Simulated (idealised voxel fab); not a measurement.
process module | voxel self aligned vias
cross-section cut | 250 nm wide | cells 5 nm
A cross-section is a grid of square cells, given in bands from the top down. A band is one or more rows of cells.
Each band's line starts with the height of the band's top and of its bottom, in nm. Then come its materials from left to right, each with its width in nm. One material with "throughout" fills the band from edge to edge. "air" is empty space.
Height 0 is the level under which the wafer as received is all one material. The lowest band goes on downwards, as in "0 down".
A width such as "30 to 40" changes by the same amount from each row of cells to the next, from the band's top row to its bottom row.
"no change" after a step means that no cell of the cross-section changed.
closed voids: empty space of 8 cells or more with no open way to the top, each as width x height at its distance from the left edge, in nm
after a step's settings: what the simulator itself notes on the step
overlay nm, on a step with a mask: how far to the right of its planned place the mask lay; to the left if negative
plan
1 op RECEIVE | material Si
2 op CONFORMAL_DEP | material SiO2 | thk nm 10
3 op CONFORMAL_DEP | material SiCN | thk nm 5
4 op DIRECTIONAL_DEP | material lowk | thk nm 30
5 op DIRECTIONAL_DEP | material aC | thk nm 10
6 op PATTERN | tone open | mask id LINES | material resist | width nm 20 | pitch nm 70 | thk nm 25 | overlay nm 0
7 op DIRECTIONAL_ETCH | etch materials aC | depth nm 10
8 op STRIP | etch materials resist
9 op DIRECTIONAL_ETCH | etch materials lowk | depth nm 30
10 op STRIP | etch materials aC
11 op CONFORMAL_DEP | material TiN | thk nm 5
12 op FILL_DEP | material Ru | thk nm 10
13 op CMP | height nm 45
14 op SELECTIVE_ETCH | etch materials W Ru TiN | depth nm 10
15 op FILL_DEP | material SiN | thk nm 10
16 op CMP | height nm 45
17 op DIRECTIONAL_DEP | material lowk | thk nm 15
18 op DIRECTIONAL_DEP | material aC | thk nm 10
19 op PATTERN | tone open | mask id VIAS | material resist | width nm 40 | pitch nm 70 | thk nm 25 | overlay nm 0
20 op DIRECTIONAL_ETCH | etch materials aC | depth nm 10
21 op STRIP | etch materials resist
22 op DIRECTIONAL_ETCH | etch materials lowk | depth nm 15
23 op DIRECTIONAL_ETCH | etch materials SiN | depth nm 10
24 op STRIP | etch materials aC
25 op CONFORMAL_DEP | material TiN | thk nm 5
26 op FILL_DEP | material Ru | thk nm 5
27 op CMP | height nm 60
28 op CONFORMAL_DEP | material SiCN | thk nm 5
as received, after step 1
  0 down: Si throughout
  closed voids: none
first wafer at the end, as planned
  65 to 60: SiCN throughout
  60 to 50: lowk 70 | TiN 5 | Ru 30 | TiN 5 | lowk 30 | TiN 5 | Ru 30 | TiN 5 | lowk 70
  50 to 40: lowk 70 to 80 | TiN 15 to 5 | Ru 10 | TiN 15 to 5 | lowk 30 to 50 | TiN 15 to 5 | Ru 10 | TiN 15 to 5 | lowk 70 to 80
  40 to 35: lowk 80 | TiN 20 | lowk 50 | TiN 20 | lowk 80
  35 to 20: lowk 80 | TiN 5 | Ru 10 | TiN 5 | lowk 50 | TiN 5 | Ru 10 | TiN 5 | lowk 80
  20 to 15: lowk 80 | TiN 20 | lowk 50 | TiN 20 | lowk 80
  15 to 10: SiCN throughout
  10 to 0: SiO2 throughout
  0 down: Si throughout
  closed voids: none
second wafer at the end: like start, like plan, one mistake
  65 to 60: SiCN throughout
  60 to 50: lowk 70 | TiN 5 | Ru 30 | TiN 5 | lowk 30 | TiN 5 | Ru 30 | TiN 5 | lowk 70
  50 to 40: lowk 70 to 80 | TiN 15 to 5 | Ru 10 | TiN 15 to 5 | lowk 30 to 50 | TiN 15 to 5 | Ru 10 | TiN 15 to 5 | lowk 70 to 80
  40 to 35: lowk 80 | TiN 20 | lowk 50 | TiN 20 | lowk 80
  35 to 20: lowk 80 | TiN 5 | Ru 10 | TiN 5 | lowk 50 | TiN 5 | Ru 10 | TiN 5 | lowk 80
  20 to 15: lowk 80 | TiN 20 | lowk 50 | TiN 20 | lowk 80
  15 to 5: SiO2 throughout
  5 to 0: SiCN throughout
  0 down: Si throughout
  closed voids: none
what went wrong: steps 2 and 3 were swapped
at the end the second wafer has, in cells: as many of each material as the first, in other places
